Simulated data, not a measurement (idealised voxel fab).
process module | voxel wiring stack
Pictured: cross-section cut, 295 nm wide, on a grid of 5 nm square cells.
Cross-sections here: square-cell grids, written as top-down lists of bands, a band being one or more rows of cells. For a band, the entry starts with two heights in nm, that of the top and then that of the bottom, and carries on with the band's materials in order from left to right, each alongside its width in nm; the word "full width" beside a single material means it fills the band edge to edge, and "air" means empty space. Height datum 0, below which the as-received substrate wafer is one material. Lowest band open at the bottom, running downward: "0 down". So if you see something like "30 to 40" for the width, read it as the top row of the band sitting at the first number and the bottom row at the second, with every row in between moving by the same amount as the last. "nothing got changed" for a step: no cell of the cross-section changed in that step. In "Unvented internal voids" the enclosed voids are listed, meaning empty spaces of 8 cells or larger without any opening to the top. The form is width x height at distance, distance from the left edge, units nm. Whatever follows a step's settings on its line is a remark the simulator itself makes about that step. overlay nm: for a step with a mask, the amount by which the mask lay right of where it was planned; a negative amount means left of it.

THE PROCESS STEPS THAT WERE PLANNED ARE LISTED BELOW
step 1: RECEIVE | material Si
step 2: CONFORMAL_DEP | material SiO2 | thk nm 15
step 3: CONFORMAL_DEP | material SiN | thk nm 5
step 4: DIRECTIONAL_DEP | material lowk | thk nm 15
step 5: PATTERN | tone open | mask id METAL_1 | material resist | width nm 25 | pitch nm 55 | thk nm 15 | overlay nm 0
step 6: DIRECTIONAL_ETCH | etch materials lowk | depth nm 15
step 7: DIRECTIONAL_ETCH | etch materials SiN | depth nm 5
step 8: STRIP | etch materials resist
step 9: CONFORMAL_DEP | material TiN | thk nm 5
step 10: FILL_DEP | material Cu | thk nm 10
step 11: CMP | height nm 35
step 12: CONFORMAL_DEP | material SiCN | thk nm 5
step 13: DIRECTIONAL_DEP | material lowk | thk nm 10
step 14: PATTERN | tone open | mask id PLUG_1 | material resist | width nm 15 | pitch nm 55 | thk nm 20 | overlay nm 0
step 15: DIRECTIONAL_ETCH | etch materials lowk | depth nm 10
step 16: DIRECTIONAL_ETCH | etch materials SiCN | depth nm 5
step 17: STRIP | etch materials resist
step 18: EPI | material Ru | thk nm 10
step 19: EPI | material Ru | thk nm 5
step 20: CONFORMAL_DEP | material SiCN | thk nm 5
step 21: DIRECTIONAL_DEP | material SiO2 | thk nm 25
step 22: PATTERN | tone open | mask id METAL_2 | material resist | width nm 25 | pitch nm 55 | thk nm 15 | overlay nm 0
step 23: DIRECTIONAL_ETCH | etch materials SiO2 | depth nm 25
step 24: DIRECTIONAL_ETCH | etch materials SiCN | depth nm 5
step 25: STRIP | etch materials resist
step 26: CONFORMAL_DEP | material TiN | thk nm 5
step 27: FILL_DEP | material Ru | thk nm 5
step 28: CMP | height nm 80
step 29: CONFORMAL_DEP | material SiCN | thk nm 5
step 30: DIRECTIONAL_DEP | material SiO2 | thk nm 20
step 31: MASKED_ETCH | tone open | mask id PLUG_2 | width nm 15 | pitch nm 110 | etch materials SiO2 | depth nm 20 | overlay nm 0
step 32: MASKED_ETCH | tone open | mask id PLUG_2 | width nm 15 | pitch nm 110 | etch materials SiCN | depth nm 5 | overlay nm 0
step 33: EPI | material Ru | thk nm 10
step 34: EPI | material Ru | thk nm 10
step 35: EPI | material Ru | thk nm 5
step 36: CONFORMAL_DEP | material SiCN | thk nm 5
step 37: DIRECTIONAL_DEP | material lowk | thk nm 20
step 38: MASKED_ETCH | tone open | mask id METAL_3 | width nm 25 | pitch nm 55 | etch materials lowk | depth nm 20 | overlay nm 0
step 39: MASKED_ETCH | tone open | mask id METAL_3 | width nm 25 | pitch nm 55 | etch materials SiCN | depth nm 5 | overlay nm 0
step 40: CONFORMAL_DEP | material TiN | thk nm 5
step 41: FILL_DEP | material W | thk nm 10
step 42: CMP | height nm 130
step 43: CONFORMAL_DEP | material SiCN | thk nm 5
step 44: DIRECTIONAL_DEP | material SiO2 | thk nm 35
step 45: MASKED_ETCH | tone open | mask id METAL_4_HOLES | width nm 15 | pitch nm 55 | etch materials SiO2 | depth nm 35 | overlay nm 0
step 46: PATTERN | tone open | mask id METAL_4 | material resist | width nm 25 | pitch nm 55 | thk nm 20 | overlay nm 0
step 47: DIRECTIONAL_ETCH | etch materials SiO2 | depth nm 20
step 48: DIRECTIONAL_ETCH | etch materials SiCN | depth nm 5
step 49: STRIP | etch materials resist
step 50: CONFORMAL_DEP | material TiN | thk nm 5
step 51: FILL_DEP | material Ru | thk nm 10
step 52: CMP | height nm 170
step 53: CONFORMAL_DEP | material SiCN | thk nm 5

WAFER CROSS-SECTION ON RECEIPT, I.E. AFTER STEP 1
0 down: Si full width
Unvented internal voids: none

THE CROSS-SECTION SHOWN CORRESPONDS TO THE WAFER AT THE CONCLUSION OF THE MODULE. THE INITIAL STRUCTURE AND THE PROCESS PLAN ARE THOSE PRESENTED ABOVE; HOWEVER, ONE MISTAKE OCCURRED IN EXECUTING THE PLAN
175 to 170: SiCN full width
170 to 135: SiO2 (80)  TiN (5)  Ru (15)  TiN (5)  SiO2 (30)  TiN (5)  Ru (15)  TiN (5)  SiO2 (30)  TiN (5)  Ru (15)  TiN (5)  SiO2 (80)
135 to 130: SiCN (80)  TiN (25)  SiCN (30)  TiN (25)  SiCN (30)  TiN (25)  SiCN (80)
130 to 110: lowk (80)  TiN (5)  W (15)  TiN (5)  lowk (30)  TiN (5)  W (15)  TiN (5)  lowk (30)  TiN (5)  W (15)  TiN (5)  lowk (80)
110 to 105: SiCN (80)  TiN (25)  SiCN (30)  TiN (25)  SiCN (30)  TiN (25)  SiCN (80)
105 to 85: SiO2 (80)  Ru (15)  SiO2 (95)  Ru (15)  SiO2 (90)
85 to 80: SiCN (80)  Ru (15)  SiCN (95)  Ru (15)  SiCN (90)
80 to 55: SiO2 (80)  TiN (5)  Ru (15)  TiN (5)  SiO2 (30)  TiN (5)  Ru (15)  TiN (5)  SiO2 (30)  TiN (5)  Ru (15)  TiN (5)  SiO2 (80)
55 to 50: SiCN (80)  TiN (25)  SiCN (30)  TiN (25)  SiCN (30)  TiN (25)  SiCN (80)
50 to 40: lowk (80)  Ru (15)  lowk (40)  Ru (15)  lowk (40)  Ru (15)  lowk (90)
40 to 35: SiCN (80)  Ru (15)  SiCN (40)  Ru (15)  SiCN (40)  Ru (15)  SiCN (90)
35 to 20: lowk (80)  TiN (5)  Cu (15)  TiN (5)  lowk (30)  TiN (5)  Cu (15)  TiN (5)  lowk (30)  TiN (5)  Cu (15)  TiN (5)  lowk (80)
20 to 15: SiN (80)  TiN (25)  SiN (30)  TiN (25)  SiN (30)  TiN (25)  SiN (80)
15 to 0: SiO2 full width
0 down: Si full width
Unvented internal voids: none
Processing error: step 47 from the plan got run twice
